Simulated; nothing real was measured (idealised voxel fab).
Name of the process module below: voxel capacitor over wiring
We display cut, a cross-section 175 nm in width whose square cells are each 5 nm.
Cross-section = grid of square cells, listed top down in bands; band = one or more rows.
A band entry consists of two parts. The first gives the height of the band's top and the height of its bottom, in nm. The rest lists the band's materials from left to right, each with its width in nm. A single material labelled with the word "everywhere" fills the band from edge to edge, and the word "empty" marks empty space.
Measure heights from 0. That's the level where, below it, the as-received wafer is all one material. The lowest band is bottomless and extends downward; write it as in "0 down".
The expression "30 to 40" gives the width at the extremes of the band, the first number at its top row of cells and the second at its bottom row, with the width changing by equal amounts from each row to the next in between.
Step marked "nothing changed"? Then no cell in the cross-section changed in it.
Heads up: "Enclosed void catalog" only lists the empty pockets with no open path to the top that are 8 cells or more, and it writes them as width x height at distance, distance from the left edge, in nm.
What comes after the settings on a step's line is commentary from the simulator itself on that step.
A step line may carry the setting "overlay nm", which, for steps involving a mask, states the distance by which the mask lay to the right of its intended position; negative values denote displacement to the left.
## Set out below are the planned steps of the process
step 1: RECEIVE (material Si)
step 2: CONFORMAL_DEP (material SiO2; thk nm 10)
step 3: DIRECTIONAL_DEP (material TiN; thk nm 5)
step 4: DIRECTIONAL_DEP (material W; thk nm 15)
step 5: PATTERN (tone cover; mask id METAL_1; material resist; width nm 25; pitch nm 75; thk nm 20; overlay nm 0)
step 6: DIRECTIONAL_ETCH (etch materials W; depth nm 15)
step 7: DIRECTIONAL_ETCH (etch materials TiN; depth nm 5)
step 8: STRIP (etch materials resist)
step 9: CONFORMAL_DEP (material SiCN; thk nm 5)
step 10: FILL_DEP (material lowk; thk nm 5)
step 11: CMP (height nm 30)
step 12: CONFORMAL_DEP (material SiCN; thk nm 5)
step 13: DIRECTIONAL_DEP (material lowk; thk nm 10)
step 14: DIRECTIONAL_DEP (material aC; thk nm 15)
step 15: PATTERN (tone open; mask id PLUG_1; material resist; width nm 15; thk nm 35; overlay nm 0)
step 16: DIRECTIONAL_ETCH (etch materials aC; depth nm 15)
step 17: STRIP (etch materials resist)
step 18: DIRECTIONAL_ETCH (etch materials lowk; depth nm 10)
step 19: DIRECTIONAL_ETCH (etch materials SiCN; depth nm 5)
step 20: STRIP (etch materials aC)
step 21: EPI (material Ru; thk nm 10)
step 22: EPI (material Ru; thk nm 5)
step 23: DIRECTIONAL_DEP (material TiN; thk nm 5)
step 24: DIRECTIONAL_DEP (material Al2O3; thk nm 5)
step 25: DIRECTIONAL_DEP (material TiN; thk nm 5)
step 26: MASKED_ETCH (tone cover; mask id UPPER_PLATE; width nm 55; etch materials TiN; depth nm 5; overlay nm 0)
step 27: MASKED_ETCH (tone cover; mask id UPPER_PLATE; width nm 55; etch materials Al2O3; depth nm 5; overlay nm 0)
step 28: PATTERN (tone cover; mask id LOWER_PLATE; material resist; width nm 65; thk nm 20; overlay nm 0)
step 29: DIRECTIONAL_ETCH (etch materials TiN; depth nm 5)
step 30: STRIP (etch materials resist)
step 31: FILL_DEP (material SiO2; thk nm 20)
step 32: CMP (height nm 75)
step 33: PATTERN (tone open; mask id PLUG_2; material resist; width nm 15; thk nm 20; overlay nm -15)
step 34: DIRECTIONAL_ETCH (etch materials SiO2; depth nm 15)
step 35: STRIP (etch materials resist)
step 36: CONFORMAL_DEP (material TiN; thk nm 5)
step 37: FILL_DEP (material W; thk nm 5)
step 38: CMP (height nm 75)
step 39: CONFORMAL_DEP (material SiCN; thk nm 5)
Heads up: all these wafers start the same, and what changes between them is the overlay nm in step 33. The value you see in the plan is just what the first wafer got.
## This is how the first of several wafers looked in cross-section when it arrived, which is after step 1
> 0 down | Si everywhere
> Enclosed void catalog: none
## End-of-module cross-section, first of several wafers, after last step 39
> 80 to 75 | SiCN everywhere
> 75 to 65 | SiO2 40 nm, TiN 5 nm, W 5 nm, TiN 5 nm, SiO2 120 nm
> 65 to 55 | SiO2 40 to 45 nm, TiN 15 to 55 nm, SiO2 120 to 75 nm
> 55 to 50 | SiO2 45 nm, Al2O3 55 nm, SiO2 75 nm
> 50 to 45 | SiO2 40 nm, TiN 65 nm, SiO2 70 nm
> 45 to 35 | lowk 45 nm, Ru 15 nm, lowk 115 nm
> 35 to 30 | SiCN 45 nm, Ru 15 nm, SiCN 115 nm
> 30 to 15 | lowk 30 nm, SiCN 5 nm, W 25 nm, SiCN 5 nm, lowk 40 nm, SiCN 5 nm, W 25 nm, SiCN 5 nm, lowk 35 nm
> 15 to 10 | SiCN 35 nm, TiN 25 nm, SiCN 50 nm, TiN 25 nm, SiCN 40 nm
> 10 to 0 | SiO2 everywhere
> 0 down | Si everywhere
> Enclosed void catalog: none
## At the end of the module, the last of several wafers in cross-section
> 80 to 75 | SiCN everywhere
> 75 to 65 | SiO2 70 nm, TiN 5 nm, W 5 nm, TiN 5 nm, SiO2 90 nm
> 65 to 55 | SiO2 70 to 45 nm, TiN 15 to 55 nm, SiO2 90 to 75 nm
> 55 to 50 | SiO2 45 nm, Al2O3 55 nm, SiO2 75 nm
> 50 to 45 | SiO2 40 nm, TiN 65 nm, SiO2 70 nm
> 45 to 35 | lowk 45 nm, Ru 15 nm, lowk 115 nm
> 35 to 30 | SiCN 45 nm, Ru 15 nm, SiCN 115 nm
> 30 to 15 | lowk 30 nm, SiCN 5 nm, W 25 nm, SiCN 5 nm, lowk 40 nm, SiCN 5 nm, W 25 nm, SiCN 5 nm, lowk 35 nm
> 15 to 10 | SiCN 35 nm, TiN 25 nm, SiCN 50 nm, TiN 25 nm, SiCN 40 nm
> 10 to 0 | SiO2 everywhere
> 0 down | Si everywhere
> Enclosed void catalog: none
## Row per wafer, end-of-module: cell gain (+)/loss (-) by material since the wafer came in, then closed voids
overlay nm -15; +11 Al2O3; +9 Ru; +104 SiCN; +236 SiO2; +41 TiN; +32 W; +127 lowk; Enclosed void catalog: none
overlay nm -10; +11 Al2O3; +9 Ru; +104 SiCN; +236 SiO2; +41 TiN; +32 W; +127 lowk; Enclosed void catalog: none
overlay nm -5; +11 Al2O3; +9 Ru; +104 SiCN; +236 SiO2; +41 TiN; +32 W; +127 lowk; Enclosed void catalog: none
overlay nm 0; +11 Al2O3; +9 Ru; +104 SiCN; +236 SiO2; +41 TiN; +32 W; +127 lowk; Enclosed void catalog: none
overlay nm 5; +11 Al2O3; +9 Ru; +104 SiCN; +236 SiO2; +41 TiN; +32 W; +127 lowk; Enclosed void catalog: none
overlay nm 10; +11 Al2O3; +9 Ru; +104 SiCN; +236 SiO2; +41 TiN; +32 W; +127 lowk; Enclosed void catalog: none
overlay nm 15; +11 Al2O3; +9 Ru; +104 SiCN; +236 SiO2; +41 TiN; +32 W; +127 lowk; Enclosed void catalog: none
